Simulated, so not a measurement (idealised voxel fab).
You're looking at the process module voxel local oxidation.
cross-section cut | 240 nm wide | cells 5 nm
For the purposes of this document, a cross-section shall be understood as a grid of square cells, specified as bands listed in top-to-bottom order, each band consisting of one or more rows of cells.
Within each band entry, the heights of the top and of the bottom of the band appear first, in that order and in nm; the materials of the band then follow from left to right, each with its corresponding width in nm. The designation "full width" on a single material indicates that it fills the band from edge to edge; the designation "empty" indicates empty space.
Height reference: 0 = level under which incoming wafer is all one material. Lowest band: no bottom, runs on downward, e.g. "from 0 down".
With a width like "30 to 40", each row of cells in the band differs from the next by the same amount, the top row carrying the first number and the bottom row the second.
Where the words "no modification" appear for a step, the cross-section shows no cell changed by that step; every cell remained as before.
"Enclosed internal voids" enumerates empty spaces isolated from the top, with no open way to it, that contain at least 8 cells, giving each as width x height at distance from the left edge, all three in nm.
Text after the settings on a step's line: the simulator's own remark on that step.
Among the settings permitted on a step's line is "overlay nm"; applied to a step with a mask, it specifies the extent to which the mask lay to the right of its planned position, whereas a negative figure signifies a position to the left.

-- Intended process steps
1. RECEIVE,material Si
2. CONFORMAL_DEP,material SiO2,thk nm 5
3. CONFORMAL_DEP,material SiN,thk nm 10
4. DIRECTIONAL_DEP,material aC,thk nm 15
5. PATTERN,tone cover,mask id ACTIVE,material resist,width nm 115,thk nm 30,overlay nm 0
6. DIRECTIONAL_ETCH,etch materials aC,depth nm 15
7. STRIP,etch materials resist
8. DIRECTIONAL_ETCH,etch materials SiN,depth nm 10
9. STRIP,etch materials aC
10. SELECTIVE_ETCH,etch materials SiO2,depth nm 5
11. OXIDIZE,depth nm 5
12. STRIP,etch materials SiN
Keep in mind the plan's value for the depth nm of step 11 comes from the first wafer; the wafers don't share that setting, but they do share the same starting point.

-- Cross-sectional view of the first of several wafers in the as-received condition, corresponding to the state following step 1
	from 0 down = Si full width
	Enclosed internal voids: none

-- Note: the following table is arranged by wafer, a row apiece. Each row reports the end-of-module state: per material, cells gained (+) or cells lost (-) compared with the wafer as received; closed voids follow
depth nm 5 | -29 Si | +50 SiO2 | Enclosed internal voids: none
depth nm 10 | -62 Si | +83 SiO2 | Enclosed internal voids: none
depth nm 15 | -99 Si | +120 SiO2 | Enclosed internal voids: none
depth nm 20 | -140 Si | +161 SiO2 | Enclosed internal voids: none
depth nm 25 | -185 Si | +206 SiO2 | Enclosed internal voids: none
